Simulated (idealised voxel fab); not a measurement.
The following is a process module called voxel capacitor over wiring.
Square cell edge 5 nm, section width 300 nm, ID cut.
In what follows, cross-sections appear as grids of square cells, described through bands that run from the top down, where every band is one or more rows of cells.
Top, bottom (nm), then materials left to right with widths (nm); lone material tagged "all across" fills the whole band edge to edge; "air" = empty space.
Heights are measured from 0, the level below which the as-received wafer is all one material; the lowest band has no bottom and continues downward, written as in "0 nm and below".
With a width like "30 to 40", each row of cells in the band differs from the next by the same amount, the top row carrying the first number and the bottom row the second.
It should be understood that the words "nothing different", when stated for a given step, signify that the cross-section underwent no change in any of its cells during that step.
Closed empty spaces (no open way to the top) of 8 cells or more are what "Cavities, closed" lists, each as width x height at distance from the left edge, nm for all three.
Anything after a step's settings on that line? It's the simulator's own note about the step.
overlay nm: where the mask lay relative to plan, measured to the right, on steps with a mask; negatives go left.

Steps planned for the process
1. RECEIVE, material Si
2. CONFORMAL_DEP, material SiO2, thk nm 15
3. CONFORMAL_DEP, material SiCN, thk nm 5
4. DIRECTIONAL_DEP, material SiO2, thk nm 20
5. DIRECTIONAL_DEP, material aC, thk nm 15
6. PATTERN, tone open, mask id METAL_1, material resist, width nm 25, pitch nm 80, thk nm 30, overlay nm 0
7. DIRECTIONAL_ETCH, etch materials aC, depth nm 15
8. STRIP, etch materials resist
9. DIRECTIONAL_ETCH, etch materials SiO2, depth nm 20
10. DIRECTIONAL_ETCH, etch materials SiCN, depth nm 5
11. STRIP, etch materials aC
12. CONFORMAL_DEP, material TiN, thk nm 5
13. FILL_DEP, material W, thk nm 5
14. CMP, height nm 40
15. CONFORMAL_DEP, material SiCN, thk nm 5
16. DIRECTIONAL_DEP, material SiO2, thk nm 10
17. PATTERN, tone open, mask id PLUG_1, material resist, width nm 15, thk nm 20, overlay nm 0
18. DIRECTIONAL_ETCH, etch materials SiO2, depth nm 10
19. DIRECTIONAL_ETCH, etch materials SiCN, depth nm 5
20. STRIP, etch materials resist
21. CONFORMAL_DEP, material TiN, thk nm 5
22. FILL_DEP, material Ru, thk nm 10
23. CMP, height nm 55
24. DIRECTIONAL_DEP, material TiN, thk nm 5
25. DIRECTIONAL_DEP, material HfO2, thk nm 5
26. DIRECTIONAL_DEP, material TiN, thk nm 5
27. MASKED_ETCH, tone cover, mask id UPPER_PLATE, width nm 60, etch materials TiN, depth nm 5, overlay nm 0
28. MASKED_ETCH, tone cover, mask id UPPER_PLATE, width nm 60, etch materials HfO2, depth nm 5, overlay nm 0
29. MASKED_ETCH, tone cover, mask id LOWER_PLATE, width nm 70, etch materials TiN, depth nm 5, overlay nm 0
30. FILL_DEP, material SiO2, thk nm 20
31. CMP, height nm 85
32. MASKED_ETCH, tone open, mask id PLUG_2, width nm 15, etch materials SiO2, depth nm 15, overlay nm 0
33. CONFORMAL_DEP, material TiN, thk nm 5
34. FILL_DEP, material Ru, thk nm 5
35. CMP, height nm 85
36. CONFORMAL_DEP, material SiCN, thk nm 5

Cross-sectional view of the wafer in its as-received condition, corresponding to the state after step 1
* 0 nm and below = Si all across
* Cavities, closed: none

The following cross-section depicts the wafer upon conclusion of the module. Processing commenced from the starting condition illustrated above and adhered to the plan illustrated above, save for one mistake in execution
* 90 nm to 85 nm = SiCN all across
* 85 nm to 75 nm = SiO2 115, then TiN 5, then Ru 5, then TiN 5, then SiO2 170
* 75 nm to 65 nm = SiO2 115 to 105, then TiN 15 to 60, then SiO2 170 to 135
* 65 nm to 60 nm = SiO2 105, then HfO2 60, then SiO2 135
* 60 nm to 55 nm = SiO2 100, then TiN 70, then SiO2 130
* 55 nm to 45 nm = SiO2 105, then TiN 5, then Ru 5, then TiN 5, then SiO2 180
* 45 nm to 40 nm = SiCN 105, then TiN 15, then SiCN 180
* 40 nm to 35 nm = TiN 100, then W 15, then TiN 65, then W 15, then TiN 105
* 35 nm to 20 nm = SiO2 95, then TiN 5, then W 15, then TiN 5, then SiO2 55, then TiN 5, then W 15, then TiN 5, then SiO2 100
* 20 nm to 15 nm = SiO2 95, then TiN 25, then SiO2 55, then TiN 25, then SiO2 100
* 15 nm to 0 nm = SiO2 all across
* 0 nm and below = Si all across
* Cavities, closed: none
What was the processing mistake? not run: step 3 of the plan (skipped)
